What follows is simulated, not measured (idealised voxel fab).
process module | voxel air gaps
cross-section cut | 260 nm wide | cells 5 nm
A cross-section is a grid of square cells, given in bands from the top down. A band is one or more rows of cells.
Each band's line starts with the height of the band's top and of its bottom, in nm. Then come its materials from left to right, each with its width in nm. One material with "throughout" fills the band from edge to edge. "air" is empty space.
Height 0 is the level under which the wafer as received is all one material. The lowest band goes on downwards, as in "0 down".
A width such as "30 to 40" changes by the same amount from each row of cells to the next, from the band's top row to its bottom row.
"no change" after a step means that no cell of the cross-section changed.
closed voids: empty space of 8 cells or more with no open way to the top, each as width x height at its distance from the left edge, in nm
after a step's settings: what the simulator itself notes on the step
overlay nm, on a step with a mask: how far to the right of its planned place the mask lay; to the left if negative
plan
1 op RECEIVE | material Si
2 op CONFORMAL_DEP | material SiO2 | thk nm 15
3 op CONFORMAL_DEP | material SiCN | thk nm 5
4 op DIRECTIONAL_DEP | material lowk | thk nm 35
5 op DIRECTIONAL_DEP | material aC | thk nm 15
6 op PATTERN | tone open | mask id LINES | material resist | width nm 25 | pitch nm 50 | thk nm 35 | overlay nm 0
7 op DIRECTIONAL_ETCH | etch materials aC | depth nm 15
8 op STRIP | etch materials resist
9 op DIRECTIONAL_ETCH | etch materials lowk | depth nm 35
10 op STRIP | etch materials aC
11 op CONFORMAL_DEP | material TiN | thk nm 5
12 op FILL_DEP | material Cu | thk nm 5
13 op CMP | height nm 55
14 op EPI | material Ru | thk nm 10
15 op SELECTIVE_ETCH | etch materials lowk | depth nm 45
16 op CONFORMAL_DEP | material SiCN | thk nm 5
as received, after step 1
  0 down: Si throughout
  closed voids: none
first wafer at the end, as planned
  70 to 65: air 25 | SiCN 205 | air 30
  65 to 55: air 25 | SiCN 5 | Ru 45 | SiCN 5 | Ru 45 | SiCN 5 | Ru 45 | SiCN 5 | Ru 45 | SiCN 5 | air 30
  55 to 50: air 25 | SiCN 15 | TiN 5 | Cu 15 | TiN 5 | SiCN 25 | TiN 5 | Cu 15 | TiN 5 | SiCN 25 | TiN 5 | Cu 15 | TiN 5 | SiCN 25 | TiN 5 | Cu 15 | TiN 5 | SiCN 15 | air 30
  50 to 25: air 35 | SiCN 5 | TiN 5 | Cu 15 | TiN 5 | SiCN 5 | air 15 | SiCN 5 | TiN 5 | Cu 15 | TiN 5 | SiCN 5 | air 15 | SiCN 5 | TiN 5 | Cu 15 | TiN 5 | SiCN 5 | air 15 | SiCN 5 | TiN 5 | Cu 15 | TiN 5 | SiCN 5 | air 40
  25 to 20: SiCN 40 | TiN 25 | SiCN 25 | TiN 25 | SiCN 25 | TiN 25 | SiCN 25 | TiN 25 | SiCN 45
  20 to 15: SiCN throughout
  15 to 0: SiO2 throughout
  0 down: Si throughout
  closed voids: 15 x 25 at 70; 15 x 25 at 120; 15 x 25 at 170
second wafer at the end: like start, like plan, one mistake
  65 to 60: air 30 | SiCN 45 | air 5 | SiCN 45 | air 5 | SiCN 45 | air 5 | SiCN 45 | air 35
  60 to 55: air 30 | SiCN 5 | Ru 35 | SiCN 5 | air 5 | SiCN 5 | Ru 35 | SiCN 5 | air 5 | SiCN 5 | Ru 35 | SiCN 5 | air 5 | SiCN 5 | Ru 35 | SiCN 5 | air 35
  55 to 50: air 30 | SiCN 10 | TiN 5 | Cu 15 | TiN 5 | SiCN 10 | air 5 | SiCN 10 | TiN 5 | Cu 15 | TiN 5 | SiCN 10 | air 5 | SiCN 10 | TiN 5 | Cu 15 | TiN 5 | SiCN 10 | air 5 | SiCN 10 | TiN 5 | Cu 15 | TiN 5 | SiCN 10 | air 35
  50 to 25: air 35 | SiCN 5 | TiN 5 | Cu 15 | TiN 5 | SiCN 5 | air 15 | SiCN 5 | TiN 5 | Cu 15 | TiN 5 | SiCN 5 | air 15 | SiCN 5 | TiN 5 | Cu 15 | TiN 5 | SiCN 5 | air 15 | SiCN 5 | TiN 5 | Cu 15 | TiN 5 | SiCN 5 | air 40
  25 to 20: SiCN 40 | TiN 25 | SiCN 25 | TiN 25 | SiCN 25 | TiN 25 | SiCN 25 | TiN 25 | SiCN 45
  20 to 15: SiCN throughout
  15 to 0: SiO2 throughout
  0 down: Si throughout
  closed voids: none
what went wrong: step 14 ran as: op EPI | material Ru | thk nm 5
at the end the second wafer has, in cells: 44 fewer of Ru | 12 fewer of SiCN
closed voids at the end (first wafer, second wafer): 3, 0
